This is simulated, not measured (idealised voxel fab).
voxel wiring stack: a process module
This is section cut - it's 290 nm across, gridded in 5 nm square cells.
Square cells in a grid make up a cross-section in this document, and the grid is given as bands, listed from the top down, each one or more rows of cells.
It is stipulated that each band's entry specify, in nanometres, the height of the top of the band and then that of its bottom, followed by the materials of the band in left-to-right sequence, each together with its width in nanometres. A single material marked by the word "edge to edge" is understood to fill the band from edge to edge; the word "air" is understood to denote empty space.
Heights are measured from 0, the level below which the as-received wafer is all one material; the lowest band has no bottom and continues downward, written as in "0 and below".
A width given as "30->40" starts at the first number in the band's top row and ends at the second number in its bottom row, shifting by an equal amount at every step from row to row.
"remains unaltered" means the step left every cell of the cross-section as it was.
Basically, "Closed void register" tells you about the enclosed voids: empty spaces with no open way to the top, 8 cells or bigger, each written width x height at distance, where distance is from the left edge, all in nm.
The remark found on a step's line after its settings is issued by the simulator itself and pertains to that step.
The setting "overlay nm" may be written on the line of a step. When the step uses a mask, the value reports how far to the right of the planned place the mask lay, and a negative value reports that it lay to the left.
The following list gives the planned process steps:
1. RECEIVE, material Si
2. CONFORMAL_DEP, material SiO2, thk nm 10
3. CONFORMAL_DEP, material SiN, thk nm 5
4. DIRECTIONAL_DEP, material lowk, thk nm 15
5. MASKED_ETCH, tone open, mask id METAL_1, width nm 20, pitch nm 50, etch materials lowk, depth nm 15, overlay nm 0
6. MASKED_ETCH, tone open, mask id METAL_1, width nm 20, pitch nm 50, etch materials SiN, depth nm 5, overlay nm 0
7. CONFORMAL_DEP, material TiN, thk nm 5
8. FILL_DEP, material Cu, thk nm 5
9. CMP, height nm 30
10. CONFORMAL_DEP, material SiCN, thk nm 5
11. DIRECTIONAL_DEP, material SiO2, thk nm 30
12. PATTERN, tone open, mask id METAL_2_HOLES, material resist, width nm 15, pitch nm 50, thk nm 15, overlay nm 0
13. DIRECTIONAL_ETCH, etch materials SiO2, depth nm 30
14. STRIP, etch materials resist
15. MASKED_ETCH, tone open, mask id METAL_2, width nm 15, pitch nm 50, etch materials SiO2, depth nm 15, overlay nm 0
16. MASKED_ETCH, tone open, mask id METAL_2, width nm 20, pitch nm 50, etch materials SiCN, depth nm 5, overlay nm 0
17. CONFORMAL_DEP, material TiN, thk nm 5
18. FILL_DEP, material Cu, thk nm 5
19. CMP, height nm 65
20. CONFORMAL_DEP, material SiCN, thk nm 5
All wafers enter the flow in the same state. The width nm at step 15 differs from wafer to wafer, and the plan gives the value for the first wafer.
Sectional view: first of several wafers, as received, after step 1:
- 0 and below = Si edge to edge
- Closed void register: none
Below, a row for every wafer. Read it as the end-of-module picture: for each material the wafer shows its cells gained (+) or lost (-) since it was received, and then its closed voids:
width nm 15 | +56 Cu | +104 SiCN | +42 SiN | +380 SiO2 | +104 TiN | +126 lowk | Closed void register: none
width nm 20 | +56 Cu | +104 SiCN | +42 SiN | +380 SiO2 | +104 TiN | +126 lowk | Closed void register: none
width nm 25 | +64 Cu | +104 SiCN | +42 SiN | +368 SiO2 | +108 TiN | +126 lowk | Closed void register: none
width nm 30 | +72 Cu | +104 SiCN | +42 SiN | +356 SiO2 | +112 TiN | +126 lowk | Closed void register: none
width nm 35 | +80 Cu | +104 SiCN | +42 SiN | +344 SiO2 | +116 TiN | +126 lowk | Closed void register: none
